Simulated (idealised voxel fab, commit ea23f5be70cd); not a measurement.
The process module presented herein is designated voxel self aligned contacts.
Cross-section cut spans 180 nm and uses square cells 5 nm in size.
How to read a cross-section here: the picture is a grid of square cells, written as bands going from the top down, and any band can span one or more rows of cells.
Heights first: top, then bottom, in nm. Then materials, left to right, each with a width in nm. "throughout" on a single material: fills the band edge to edge. "blank": empty space.
A quick word on heights: they are counted from 0, and under that level the wafer as it came to us is one material throughout. The lowest band is different from the rest in having no bottom; it simply continues downward, written as in "0 and below".
A width such as "30 to 40" changes by the same amount from each row of cells to the next, from the band's top row to its bottom row.
When a step is marked "nothing was modified", none of the cells in the cross-section changed during that step.
Entry "Unvented cavities" = empty spaces >= 8 cells with no open way to the top; each as width x height at distance, distance from left edge, all nm.
after a step's settings: what the simulator itself notes on the step
A step's line can hold "overlay nm"; with a mask on that step, the setting says how far right of the planned place the mask lay, while a negative setting says it lay to the left.

## The planned process steps are enumerated hereunder
| 1 | RECEIVE, material Si |
| 2 | CONFORMAL_DEP, material SiO2, thk nm 5 |
| 3 | DIRECTIONAL_DEP, material polySi, thk nm 20 |
| 4 | DIRECTIONAL_DEP, material SiN, thk nm 15 |
| 5 | PATTERN, tone cover, mask id GATE, material resist, width nm 30, pitch nm 60, thk nm 20, overlay nm 0 |
| 6 | DIRECTIONAL_ETCH, etch materials SiN, depth nm 15 |
| 7 | DIRECTIONAL_ETCH, etch materials polySi, depth nm 20 |
| 8 | STRIP, etch materials resist |
| 9 | CONFORMAL_DEP, material SiN, thk nm 5 |
| 10 | DIRECTIONAL_ETCH, etch materials SiN, depth nm 5 |
| 11 | FILL_DEP, material SiO2, thk nm 15 |
| 12 | CMP, height nm 50 |
| 13 | PATTERN, tone open, mask id CONTACT, material resist, width nm 40, thk nm 15, overlay nm -15 |
| 14 | DIRECTIONAL_ETCH, etch materials SiO2, depth nm 50 |
| 15 | STRIP, etch materials resist |
| 16 | CONFORMAL_DEP, material TiN, thk nm 5 |
| 17 | FILL_DEP, material Ru, thk nm 10 |
| 18 | CMP, height nm 50 |
| 19 | CONFORMAL_DEP, material SiN, thk nm 5 |
Wafers differ in overlay nm at step 13; plan lists the first wafer's value; identical starting state.

## As-received state after step 1, first of several wafers, cross-section
	0 and below: Si throughout
	Unvented cavities: none

## Here is the cross-section of the first of several wafers at the end of the module, after its last step, step 19
	55 down to 50: SiN throughout
	50 down to 40: SiO2 55 nm; TiN 5 to 30 nm; Ru 30 to 5 nm; TiN 5 nm; SiO2 85 nm
	40 down to 25: SiO2 40 nm; SiN 40 nm; TiN 5 nm; Ru 5 nm; TiN 5 nm; SiO2 5 nm; SiN 40 nm; SiO2 40 nm
	25 down to 5: SiO2 40 nm; SiN 5 nm; polySi 30 nm; SiN 5 nm; TiN 5 nm; Ru 5 nm; TiN 5 nm; SiO2 5 nm; SiN 5 nm; polySi 30 nm; SiN 5 nm; SiO2 40 nm
	5 down to 0: SiO2 80 nm; TiN 15 nm; SiO2 85 nm
	0 and below: Si throughout
	Unvented cavities: none

## At the end of the module, the last of several wafers in cross-section
	55 down to 50: SiN throughout
	50 down to 40: SiO2 85 nm; TiN 5 nm; Ru 30 to 5 nm; TiN 5 to 30 nm; SiO2 55 nm
	40 down to 25: SiO2 40 nm; SiN 40 nm; SiO2 5 nm; TiN 5 nm; Ru 5 nm; TiN 5 nm; SiN 40 nm; SiO2 40 nm
	25 down to 5: SiO2 40 nm; SiN 5 nm; polySi 30 nm; SiN 5 nm; SiO2 5 nm; TiN 5 nm; Ru 5 nm; TiN 5 nm; SiN 5 nm; polySi 30 nm; SiN 5 nm; SiO2 40 nm
	5 down to 0: SiO2 85 nm; TiN 15 nm; SiO2 80 nm
	0 and below: Si throughout
	Unvented cavities: none

## Below is a per-wafer table. In it, each row describes the wafer at the end of the module by giving, for each material, the number of cells gained (+) or lost (-) since the wafer was received, and after that the closed voids of the wafer
overlay nm -15; +14 Ru; +100 SiN; +208 SiO2; +26 TiN; +48 polySi; Unvented cavities: none
overlay nm -10; +22 Ru; +100 SiN; +200 SiO2; +26 TiN; +48 polySi; Unvented cavities: none
overlay nm -5; +22 Ru; +100 SiN; +200 SiO2; +26 TiN; +48 polySi; Unvented cavities: none
overlay nm 0; +22 Ru; +100 SiN; +200 SiO2; +26 TiN; +48 polySi; Unvented cavities: none
overlay nm 5; +22 Ru; +100 SiN; +200 SiO2; +26 TiN; +48 polySi; Unvented cavities: none
overlay nm 10; +22 Ru; +100 SiN; +200 SiO2; +26 TiN; +48 polySi; Unvented cavities: none
overlay nm 15; +14 Ru; +100 SiN; +208 SiO2; +26 TiN; +48 polySi; Unvented cavities: none
